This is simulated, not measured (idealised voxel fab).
process module | voxel self aligned vias
cross-section cut | 275 nm wide | cells 5 nm
A cross-section is a grid of square cells, given in bands from the top down. A band is one or more rows of cells.
Each band's line starts with the height of the band's top and of its bottom, in nm. Then come its materials from left to right, each with its width in nm. One material with "throughout" fills the band from edge to edge. "air" is empty space.
Height 0 is the level under which the wafer as received is all one material. The lowest band goes on downwards, as in "0 down".
A width such as "30 to 40" changes by the same amount from each row of cells to the next, from the band's top row to its bottom row.
"no change" after a step means that no cell of the cross-section changed.
closed voids: empty space of 8 cells or more with no open way to the top, each as width x height at its distance from the left edge, in nm
after a step's settings: what the simulator itself notes on the step
overlay nm, on a step with a mask: how far to the right of its planned place the mask lay; to the left if negative
plan
1 op RECEIVE | material Si
2 op CONFORMAL_DEP | material SiO2 | thk nm 15
3 op CONFORMAL_DEP | material SiCN | thk nm 5
4 op DIRECTIONAL_DEP | material SiO2 | thk nm 20
5 op MASKED_ETCH | tone open | mask id LINES | width nm 30 | pitch nm 55 | etch materials SiO2 | depth nm 20 | overlay nm 0
6 op CONFORMAL_DEP | material TiN | thk nm 5
7 op FILL_DEP | material Ru | thk nm 10
8 op CMP | height nm 40
9 op SELECTIVE_ETCH | etch materials W Ru TiN | depth nm 10
10 op FILL_DEP | material SiN | thk nm 10
11 op CMP | height nm 40
12 op DIRECTIONAL_DEP | material SiO2 | thk nm 20
13 op PATTERN | tone open | mask id VIAS | material resist | width nm 40 | pitch nm 110 | thk nm 20 | overlay nm 0
14 op DIRECTIONAL_ETCH | etch materials SiO2 | depth nm 20
15 op DIRECTIONAL_ETCH | etch materials SiN | depth nm 10
16 op STRIP | etch materials resist
17 op CONFORMAL_DEP | material TiN | thk nm 5
18 op FILL_DEP | material W | thk nm 5
19 op CMP | height nm 60
20 op CONFORMAL_DEP | material SiCN | thk nm 5
first wafer, as planned
as received, after step 1
  0 down: Si throughout
  closed voids: none
after step 2
  15 to 0: SiO2 throughout
  below 0: unchanged
after step 3
  20 to 15: SiCN throughout
  below 15: unchanged
after step 4
  40 to 20: SiO2 throughout
  below 20: unchanged
after step 5
  40 to 20: SiO2 65 | air 30 | SiO2 25 | air 30 | SiO2 25 | air 30 | SiO2 70
  below 20: unchanged
after step 6
  45 to 40: TiN 70 | air 20 | TiN 35 | air 20 | TiN 35 | air 20 | TiN 75
  40 to 25: SiO2 65 | TiN 5 | air 20 | TiN 5 | SiO2 25 | TiN 5 | air 20 | TiN 5 | SiO2 25 | TiN 5 | air 20 | TiN 5 | SiO2 70
  25 to 20: SiO2 65 | TiN 30 | SiO2 25 | TiN 30 | SiO2 25 | TiN 30 | SiO2 70
  below 20: unchanged
after step 7
  55 to 45: Ru throughout
  45 to 40: TiN 70 | Ru 20 | TiN 35 | Ru 20 | TiN 35 | Ru 20 | TiN 75
  40 to 25: SiO2 65 | TiN 5 | Ru 20 | TiN 5 | SiO2 25 | TiN 5 | Ru 20 | TiN 5 | SiO2 25 | TiN 5 | Ru 20 | TiN 5 | SiO2 70
  below 25: unchanged
after step 8
  40 to 25: SiO2 65 | TiN 5 | Ru 20 | TiN 5 | SiO2 25 | TiN 5 | Ru 20 | TiN 5 | SiO2 25 | TiN 5 | Ru 20 | TiN 5 | SiO2 70
  below 25: unchanged
after step 9
  40 to 30: SiO2 65 | air 30 | SiO2 25 | air 30 | SiO2 25 | air 30 | SiO2 70
  below 30: unchanged
after step 10
  50 to 40: SiN throughout
  40 to 30: SiO2 65 | SiN 30 | SiO2 25 | SiN 30 | SiO2 25 | SiN 30 | SiO2 70
  below 30: unchanged
after step 11
  40 to 30: SiO2 65 | SiN 30 | SiO2 25 | SiN 30 | SiO2 25 | SiN 30 | SiO2 70
  below 30: unchanged
after step 12
  60 to 40: SiO2 throughout
  below 40: unchanged
after step 13
  80 to 60: resist 60 | air 40 | resist 70 | air 40 | resist 65
  below 60: unchanged
after step 14
  80 to 60: resist 60 | air 40 | resist 70 | air 40 | resist 65
  60 to 40: SiO2 60 | air 40 | SiO2 70 | air 40 | SiO2 65
  below 40: unchanged
after step 15
  80 to 60: resist 60 | air 40 | resist 70 | air 40 | resist 65
  60 to 40: SiO2 60 | air 40 | SiO2 70 | air 40 | SiO2 65
  40 to 30: SiO2 65 | air 30 | SiO2 25 | SiN 30 | SiO2 25 | air 30 | SiO2 70
  below 30: unchanged
after step 16
  60 to 40: SiO2 60 | air 40 | SiO2 70 | air 40 | SiO2 65
  below 40: unchanged
after step 17
  65 to 60: TiN 65 | air 30 | TiN 80 | air 30 | TiN 70
  60 to 45: SiO2 60 | TiN 5 | air 30 | TiN 5 | SiO2 70 | TiN 5 | air 30 | TiN 5 | SiO2 65
  45 to 40: SiO2 60 | TiN 10 | air 20 | TiN 10 | SiO2 70 | TiN 10 | air 20 | TiN 10 | SiO2 65
  40 to 35: SiO2 65 | TiN 5 | air 20 | TiN 5 | SiO2 25 | SiN 30 | SiO2 25 | TiN 5 | air 20 | TiN 5 | SiO2 70
  35 to 30: SiO2 65 | TiN 30 | SiO2 25 | SiN 30 | SiO2 25 | TiN 30 | SiO2 70
  below 30: unchanged
after step 18
  70 to 65: W throughout
  65 to 60: TiN 65 | W 30 | TiN 80 | W 30 | TiN 70
  60 to 45: SiO2 60 | TiN 5 | W 30 | TiN 5 | SiO2 70 | TiN 5 | W 30 | TiN 5 | SiO2 65
  45 to 40: SiO2 60 | TiN 10 | W 20 | TiN 10 | SiO2 70 | TiN 10 | W 20 | TiN 10 | SiO2 65
  40 to 35: SiO2 65 | TiN 5 | W 20 | TiN 5 | SiO2 25 | SiN 30 | SiO2 25 | TiN 5 | W 20 | TiN 5 | SiO2 70
  below 35: unchanged
after step 19
  60 to 45: SiO2 60 | TiN 5 | W 30 | TiN 5 | SiO2 70 | TiN 5 | W 30 | TiN 5 | SiO2 65
  below 45: unchanged
after step 20
  65 to 60: SiCN throughout
  below 60: unchanged
second wafer: like start, like plan, one mistake. Through step 10 it matches the first wafer
when step 11 should have ended
  30 to 25: SiO2 65 | TiN 5 | Ru 20 | TiN 5 | SiO2 25 | TiN 5 | Ru 20 | TiN 5 | SiO2 25 | TiN 5 | Ru 20 | TiN 5 | SiO2 70
  below 25: unchanged
when step 12 should have ended
  50 to 30: SiO2 throughout
  below 30: unchanged
when step 13 should have ended
  70 to 50: resist 60 | air 40 | resist 70 | air 40 | resist 65
  below 50: unchanged
when step 14 should have ended
  70 to 50: resist 60 | air 40 | resist 70 | air 40 | resist 65
  50 to 30: SiO2 60 | air 40 | SiO2 70 | air 40 | SiO2 65
  below 30: unchanged
when step 15 should have ended: no change
when step 16 should have ended
  50 to 30: SiO2 60 | air 40 | SiO2 70 | air 40 | SiO2 65
  below 30: unchanged
when step 17 should have ended
  55 to 50: TiN 65 | air 30 | TiN 80 | air 30 | TiN 70
  50 to 35: SiO2 60 | TiN 5 | air 30 | TiN 5 | SiO2 70 | TiN 5 | air 30 | TiN 5 | SiO2 65
  35 to 30: SiO2 60 | TiN 40 | SiO2 70 | TiN 40 | SiO2 65
  below 30: unchanged
when step 18 should have ended
  60 to 55: W throughout
  55 to 50: TiN 65 | W 30 | TiN 80 | W 30 | TiN 70
  50 to 35: SiO2 60 | TiN 5 | W 30 | TiN 5 | SiO2 70 | TiN 5 | W 30 | TiN 5 | SiO2 65
  below 35: unchanged
when step 19 should have ended: no change
when step 20 should have ended
  65 to 60: SiCN throughout
  below 60: unchanged
what went wrong: step 11 ran as: op CMP | height nm 30
at the end the second wafer has, in cells: 12 fewer of SiN | 74 fewer of SiO2 | 35 more of TiN | 51 more of W
